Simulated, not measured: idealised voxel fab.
Process module name: voxel fin reveal
Section shown: cut. Width: 240 nm. Cell size: 5 nm, square.
Cross-section = grid of square cells, listed top down in bands; band = one or more rows. First you get the band's top height and its bottom height, in nm, and then the materials it's made of, left to right, with each width in nm. If you see a single material with "all across", that one covers the band edge to edge. "blank" is empty space. Heights are measured from 0, the level below which the as-received wafer is all one material; the lowest band has no bottom and continues downward, written as in "z 0 and below". A width such as "30->40" changes by the same amount from each row of cells to the next, from the band's top row to its bottom row. Step marked "nothing got changed"? Then no cell in the cross-section changed in it. Entry "Completely sealed voids". Content: empty spaces with no open connection to the top, size 8 cells or greater. Each: width x height at distance. Distance: from left edge. Unit: nm. If you see something after the settings on a step's line, that's the simulator's own remark about that step. You can add "overlay nm" to a step's line. For a step with a mask, it describes how far the mask lay to the right of its planned position, and a negative number describes a lay to the left.

-- Process steps (planned)
1) RECEIVE (material Si)
2) CONFORMAL_DEP (material SiN; thk nm 5)
3) PATTERN (tone cover; mask id FINS; material resist; width nm 15; pitch nm 35; thk nm 15; overlay nm 0)
4) DIRECTIONAL_ETCH (etch materials SiN; depth nm 5)
5) DIRECTIONAL_ETCH (etch materials Si; depth nm 35)
6) STRIP (etch materials resist)
7) FILL_DEP (material SiO2; thk nm 15)
8) CMP (height nm 5)
9) SELECTIVE_ETCH (etch materials SiO2; depth nm 15)
10) STRIP (etch materials SiN)

-- Shown in cross-section is the wafer as received, that is, as it stands after step 1
	z 0 and below  Si all across
	Completely sealed voids: none

-- Cross-sectional view of the first of the two wafers upon completion of the module, processed in accordance with the plan
	z 0 to -10  blank=60 | Si=15 | blank=20 | Si=15 | blank=20 | Si=15 | blank=20 | Si=15 | blank=60
	z -10 to -35  SiO2=60 | Si=15 | SiO2=20 | Si=15 | SiO2=20 | Si=15 | SiO2=20 | Si=15 | SiO2=60
	z -35 and below  Si all across
	Completely sealed voids: none

-- The second wafer, shown in cross-section after the module: started the same way as the first and given the same plan, yet one mistake crept into how it was run
	z 0 to -10  Si=60 | blank=15 | Si=20 | blank=15 | Si=20 | blank=15 | Si=20 | blank=15 | Si=60
	z -10 to -35  Si=60 | SiO2=15 | Si=20 | SiO2=15 | Si=20 | SiO2=15 | Si=20 | SiO2=15 | Si=60
	z -35 and below  Si all across
	Completely sealed voids: none
So what did we get wrong on this run? step 3, actual vs plan mismatch, actual run PATTERN (tone open; mask id FINS; material resist; width nm 15; pitch nm 35; thk nm 15; overlay nm 0)
Upon completion, the second wafer contains, in terms of cells, a greater or smaller amount of certain materials than the first wafer: +168 Si | -120 SiO2
